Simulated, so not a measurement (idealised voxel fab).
The process module that follows is named voxel self aligned contacts.
The cross-section on display is named cut; it measures 145 nm wide, and its cells are 5 nm squares.
Heads up, the way a cross-section reads in here is a grid of square cells, handed over as bands from the top down, with every band being one or more rows of cells. Each band's line starts with the height of the band's top and of its bottom, in nm. Then come its materials from left to right, each with its width in nm. One material with "all across" fills the band from edge to edge. "air" is empty space. A quick word on heights: they are counted from 0, and under that level the wafer as it came to us is one material throughout. The lowest band is different from the rest in having no bottom; it simply continues downward, written as in "0 down". When a width is written as two numbers, as in "30 to 40", the first number is the width in the top row of cells of the band and the second is the width in its bottom row, and the width changes by the same amount from each row to the next. No cell of the cross-section changed in a step that is given as "identical to before". The entry titled "Closed void table" provides the empty spaces that have no open way to the top, restricted to those of 8 cells or more. Each is presented as width x height at distance, the distance being measured from the left edge, with all three in nm. Anything after a step's settings on that line? It's the simulator's own note about the step. Steps that use a mask can have "overlay nm" on their line. It says how far the mask sat to the right of where it was meant to be. Negative means to the left.

The planned process steps are enumerated hereunder
step 1: RECEIVE with material Si
step 2: CONFORMAL_DEP with material SiO2, thk nm 5
step 3: DIRECTIONAL_DEP with material polySi, thk nm 20
step 4: DIRECTIONAL_DEP with material SiN, thk nm 25
step 5: PATTERN with tone cover, mask id GATE, material resist, width nm 30, pitch nm 70, thk nm 15, overlay nm 0
step 6: DIRECTIONAL_ETCH with etch materials SiN, depth nm 25
step 7: DIRECTIONAL_ETCH with etch materials polySi, depth nm 20
step 8: STRIP with etch materials resist
step 9: CONFORMAL_DEP with material SiN, thk nm 10
step 10: DIRECTIONAL_ETCH with etch materials SiN, depth nm 10
step 11: FILL_DEP with material SiO2, thk nm 15
step 12: CMP with height nm 55
step 13: MASKED_ETCH with tone open, mask id CONTACT, width nm 50, etch materials SiO2, depth nm 55, overlay nm 0
step 14: CONFORMAL_DEP with material TiN, thk nm 5
step 15: FILL_DEP with material W, thk nm 10
step 16: CMP with height nm 55
step 17: CONFORMAL_DEP with material SiCN, thk nm 5

First of two wafers - as planned

Step 1 complete: cross-section of the wafer as received
  0 down | Si all across
  Closed void table: none

After step 2, in cross-section
  5 to 0 | SiO2 all across
  Below a height of 0, the structure has not been altered.

After step 3, in cross-section
  25 to 5 | polySi all across
  Below a height of 5, the structure has not been altered.

After step 4, in cross-section
  50 to 25 | SiN all across
  Below a height of 25, the structure has not been altered.

After step 5, in cross-section
  65 to 50 | air: 20, resist: 30, air: 40, resist: 30, air: 25
  Below a height of 50, the structure has not been altered.

After step 6, in cross-section
  65 to 50 | air: 20, resist: 30, air: 40, resist: 30, air: 25
  50 to 25 | air: 20, SiN: 30, air: 40, SiN: 30, air: 25
  Below a height of 25, the structure has not been altered.

After step 7, in cross-section
  65 to 50 | air: 20, resist: 30, air: 40, resist: 30, air: 25
  50 to 25 | air: 20, SiN: 30, air: 40, SiN: 30, air: 25
  25 to 5 | air: 20, polySi: 30, air: 40, polySi: 30, air: 25
  Below a height of 5, the structure has not been altered.

After step 8, in cross-section
  50 to 25 | air: 20, SiN: 30, air: 40, SiN: 30, air: 25
  Below a height of 25, the structure has not been altered.

After step 9, in cross-section
  60 to 25 | air: 10, SiN: 50, air: 20, SiN: 50, air: 15
  25 to 15 | air: 10, SiN: 10, polySi: 30, SiN: 10, air: 20, SiN: 10, polySi: 30, SiN: 10, air: 15
  15 to 5 | SiN: 20, polySi: 30, SiN: 40, polySi: 30, SiN: 25
  Below a height of 5, the structure has not been altered.

After step 10, in cross-section
  50 to 25 | air: 10, SiN: 50, air: 20, SiN: 50, air: 15
  25 to 5 | air: 10, SiN: 10, polySi: 30, SiN: 10, air: 20, SiN: 10, polySi: 30, SiN: 10, air: 15
  Below a height of 5, the structure has not been altered.

After step 11, in cross-section
  65 to 50 | SiO2 all across
  50 to 25 | SiO2: 10, SiN: 50, SiO2: 20, SiN: 50, SiO2: 15
  25 to 5 | SiO2: 10, SiN: 10, polySi: 30, SiN: 10, SiO2: 20, SiN: 10, polySi: 30, SiN: 10, SiO2: 15
  Below a height of 5, the structure has not been altered.

After step 12, in cross-section
  55 to 50 | SiO2 all across
  Below a height of 50, the structure has not been altered.

After step 13, in cross-section
  55 to 50 | SiO2: 45, air: 50, SiO2: 50
  50 to 25 | SiO2: 10, SiN: 50, air: 20, SiN: 50, SiO2: 15
  25 to 5 | SiO2: 10, SiN: 10, polySi: 30, SiN: 10, air: 20, SiN: 10, polySi: 30, SiN: 10, SiO2: 15
  5 to 0 | SiO2: 60, air: 20, SiO2: 65
  Below a height of 0, the structure has not been altered.

After step 14, in cross-section
  60 to 55 | TiN: 50, air: 40, TiN: 55
  55 to 50 | SiO2: 45, TiN: 20, air: 10, TiN: 20, SiO2: 50
  50 to 25 | SiO2: 10, SiN: 50, TiN: 5, air: 10, TiN: 5, SiN: 50, SiO2: 15
  25 to 5 | SiO2: 10, SiN: 10, polySi: 30, SiN: 10, TiN: 5, air: 10, TiN: 5, SiN: 10, polySi: 30, SiN: 10, SiO2: 15
  5 to 0 | SiO2: 60, TiN: 20, SiO2: 65
  Below a height of 0, the structure has not been altered.

After step 15, in cross-section
  70 to 60 | W all across
  60 to 55 | TiN: 50, W: 40, TiN: 55
  55 to 50 | SiO2: 45, TiN: 20, W: 10, TiN: 20, SiO2: 50
  50 to 25 | SiO2: 10, SiN: 50, TiN: 5, W: 10, TiN: 5, SiN: 50, SiO2: 15
  25 to 5 | SiO2: 10, SiN: 10, polySi: 30, SiN: 10, TiN: 5, W: 10, TiN: 5, SiN: 10, polySi: 30, SiN: 10, SiO2: 15
  Below a height of 5, the structure has not been altered.

After step 16, in cross-section
  55 to 50 | SiO2: 45, TiN: 20, W: 10, TiN: 20, SiO2: 50
  Below a height of 50, the structure has not been altered.

After step 17, in cross-section
  60 to 55 | SiCN all across
  Below a height of 55, the structure has not been altered.

Wafer two. Identical start, identical plan. One mistake in execution. Identical history through step 3

Cross-section of the second wafer corresponding to the planned conclusion of step 4
  75 to 25 | SiN all across
  Below a height of 25, the structure has not been altered.

Cross-section of the second wafer corresponding to the planned conclusion of step 5
  90 to 75 | air: 20, resist: 30, air: 40, resist: 30, air: 25
  Below a height of 75, the structure has not been altered.

Cross-section of the second wafer corresponding to the planned conclusion of step 6
  90 to 75 | air: 20, resist: 30, air: 40, resist: 30, air: 25
  75 to 50 | air: 20, SiN: 30, air: 40, SiN: 30, air: 25
  Below a height of 50, the structure has not been altered.

Cross-section of the second wafer corresponding to the planned conclusion of step 7: identical to before

Cross-section of the second wafer corresponding to the planned conclusion of step 8
  75 to 50 | air: 20, SiN: 30, air: 40, SiN: 30, air: 25
  Below a height of 50, the structure has not been altered.

Cross-section of the second wafer corresponding to the planned conclusion of step 9
  85 to 60 | air: 10, SiN: 50, air: 20, SiN: 50, air: 15
  60 to 25 | SiN all across
  Below a height of 25, the structure has not been altered.

Cross-section of the second wafer corresponding to the planned conclusion of step 10
  75 to 50 | air: 10, SiN: 50, air: 20, SiN: 50, air: 15
  Below a height of 50, the structure has not been altered.

Cross-section of the second wafer corresponding to the planned conclusion of step 11
  90 to 75 | SiO2 all across
  75 to 50 | SiO2: 10, SiN: 50, SiO2: 20, SiN: 50, SiO2: 15
  Below a height of 50, the structure has not been altered.

Cross-section of the second wafer corresponding to the planned conclusion of step 12
  55 to 50 | SiO2: 10, SiN: 50, SiO2: 20, SiN: 50, SiO2: 15
  Below a height of 50, the structure has not been altered.

Cross-section of the second wafer corresponding to the planned conclusion of step 13
  55 to 50 | SiO2: 10, SiN: 50, air: 20, SiN: 50, SiO2: 15
  Below a height of 50, the structure has not been altered.

Cross-section of the second wafer corresponding to the planned conclusion of step 14
  60 to 55 | TiN: 65, air: 10, TiN: 70
  55 to 50 | SiO2: 10, SiN: 50, TiN: 20, SiN: 50, SiO2: 15
  Below a height of 50, the structure has not been altered.

Cross-section of the second wafer corresponding to the planned conclusion of step 15
  70 to 60 | W all across
  60 to 55 | TiN: 65, W: 10, TiN: 70
  Below a height of 55, the structure has not been altered.

Cross-section of the second wafer corresponding to the planned conclusion of step 16
  55 to 50 | SiO2: 10, SiN: 50, TiN: 20, SiN: 50, SiO2: 15
  Below a height of 50, the structure has not been altered.

Cross-section of the second wafer corresponding to the planned conclusion of step 17
  60 to 55 | SiCN all across
  Below a height of 55, the structure has not been altered.
Finding, execution versus plan: plan step 4 ran twice
Counted in cells at the end, the second wafer holds more or fewer of these materials than the first: SiN +33 | SiO2 -55 | TiN -26 | W -20 | polySi +68
